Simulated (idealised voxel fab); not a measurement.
Documented hereafter: the process module known as voxel spacer lines.
Pictured: cross-section cut, 255 nm wide, on a grid of 5 nm square cells.
Notation: cross-section as square-cell grid; stated in bands, top first, going down; one or more cell rows per band.
A band entry consists of two parts. The first gives the height of the band's top and the height of its bottom, in nm. The rest lists the band's materials from left to right, each with its width in nm. A single material labelled with the word "all across" fills the band from edge to edge, and the word "air" marks empty space.
We count height from 0. Below that, the starting wafer is all one material. The lowest band never ends at the bottom but goes on down; see "0 down" for how that is written.
Graded width ("30->40"): value in top row of band = first number; value in bottom row = second number; row-to-row change constant.
Where the words "no change" appear for a step, the cross-section shows no cell changed by that step; every cell remained as before.
"Voids lacking openings" means: voids of 8 cells or more that are shut off from the top with no open way through. Written width x height at distance, distance from the left edge, in nm.
Past the settings on a step's line: simulator remark, on that step.
overlay nm: for a step with a mask, the amount by which the mask lay right of where it was planned; a negative amount means left of it.
[So here's the lineup of process steps we planned]
| 1 | RECEIVE (material Si) |
| 2 | CONFORMAL_DEP (material Al2O3; thk nm 10) |
| 3 | DIRECTIONAL_DEP (material W; thk nm 15) |
| 4 | DIRECTIONAL_DEP (material aC; thk nm 30) |
| 5 | PATTERN (tone cover; mask id MANDREL; material resist; width nm 15; pitch nm 80; thk nm 40; overlay nm 0) |
| 6 | DIRECTIONAL_ETCH (etch materials aC; depth nm 30) |
| 7 | STRIP (etch materials resist) |
| 8 | CONFORMAL_DEP (material SiN; thk nm 15) |
| 9 | DIRECTIONAL_ETCH (etch materials SiN; depth nm 15) |
| 10 | STRIP (etch materials aC) |
| 11 | DIRECTIONAL_ETCH (etch materials W; depth nm 15) |
| 12 | STRIP (etch materials SiN) |
Same starting wafers, different width nm at step 5. Plan value belongs to the first wafer.
[Sectional view: first of several wafers, as received, after step 1]
  0 down = Si all across
  Voids lacking openings: none
[The following table contains a row per wafer, in which are reported, at the conclusion of the module, the cells of each material gained (+) or lost (-) since the wafer's receipt, with its closed voids given thereafter]
width nm 15 | +102 Al2O3 | +54 W | Voids lacking openings: none
width nm 20 | +102 Al2O3 | +54 W | Voids lacking openings: none
width nm 25 | +102 Al2O3 | +54 W | Voids lacking openings: none
width nm 30 | +102 Al2O3 | +54 W | Voids lacking openings: none
width nm 35 | +102 Al2O3 | +54 W | Voids lacking openings: none
width nm 40 | +102 Al2O3 | +54 W | Voids lacking openings: none
